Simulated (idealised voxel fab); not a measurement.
This section sets out a process module, namely voxel gate over fins.
Cross-sectional view cut (width: 250 nm; square cell size: 5 nm).
Heads up, the way a cross-section reads in here is a grid of square cells, handed over as bands from the top down, with every band being one or more rows of cells. Each band's line starts with the height of the band's top and of its bottom, in nm. Then come its materials from left to right, each with its width in nm. One material with "edge to edge" fills the band from edge to edge. "empty" is empty space. Counting heights begins at 0, where everything beneath is, in the wafer as received, one material. The lowest band has no bottom; it goes on downwards, as "top 0, no bottom" shows. A width such as "30..40" changes by the same amount from each row of cells to the next, from the band's top row to its bottom row. Step note "nothing changed" = no cross-section cell changed. "Closed void list" contains a list of empty spaces, each no smaller than 8 cells and without an open way to the top, written in the form width x height at distance with the distance from the left edge and all three in nm. Past the settings on a step's line: simulator remark, on that step. A step line may carry the setting "overlay nm", which, for steps involving a mask, states the distance by which the mask lay to the right of its intended position; negative values denote displacement to the left.
-- Here's what the planned process steps look like
1 RECEIVE, material Si
2 CONFORMAL_DEP, material SiN, thk nm 10
3 PATTERN, tone cover, mask id FINS, material resist, width nm 15, pitch nm 35, thk nm 20, overlay nm 0
4 DIRECTIONAL_ETCH, etch materials SiN, depth nm 10
5 DIRECTIONAL_ETCH, etch materials Si, depth nm 35
6 STRIP, etch materials resist
7 FILL_DEP, material SiO2, thk nm 10
8 CMP, height nm 10
9 SELECTIVE_ETCH, etch materials SiO2, depth nm 25
10 STRIP, etch materials SiN
11 CONFORMAL_DEP, material HfO2, thk nm 5
12 CONFORMAL_DEP, material TiN, thk nm 5
13 CONFORMAL_DEP, material TiAl, thk nm 5
14 CONFORMAL_DEP, material TiN, thk nm 5
15 FILL_DEP, material W, thk nm 10
16 CMP, height nm 25
17 CONFORMAL_DEP, material SiN, thk nm 5
-- Cross-section: wafer on arrival = after step 1
top 0, no bottom | Si edge to edge
Closed void list: none
-- Same starting wafer, same plan as above, one mistake in the execution; this is the cross-section at the end of the module
top 30, bottom 25 | SiN edge to edge
top 25, bottom 20 | W edge to edge
top 20, bottom 15 | 80 W | 95 TiN | 75 W
top 15, bottom 10 | 80 W | 5 TiN | 85 TiAl | 5 TiN | 75 W
top 10, bottom 5 | 80 W | 5 TiN | 5 TiAl | 75 TiN | 5 TiAl | 5 TiN | 75 W
top 5, bottom 0 | 85 TiN | 5 TiAl | 5 TiN | 30 HfO2 | 5 TiN | 30 HfO2 | 5 TiN | 5 TiAl | 80 TiN
top 0, bottom -5 | 90 TiAl | 5 TiN | 5 HfO2 | 20 Si | 5 HfO2 | 5 TiN | 5 HfO2 | 20 Si | 5 HfO2 | 5 TiN | 85 TiAl
top -5, bottom -10 | 95 TiN | 5 HfO2 | 20 Si | 5 HfO2 | 5 TiN | 5 HfO2 | 20 Si | 5 HfO2 | 90 TiN
top -10, bottom -15 | 100 HfO2 | 20 Si | 15 HfO2 | 20 Si | 95 HfO2
top -15, bottom -35 | 100 SiO2 | 20 Si | 15 SiO2 | 20 Si | 95 SiO2
top -35, no bottom | Si edge to edge
Closed void list: none
Finding, execution versus plan: step 3 was run on a setting that differed from the plan, and what really ran there is PATTERN, tone cover, mask id FINS, material resist, width nm 20, pitch nm 35, thk nm 20, overlay nm 0
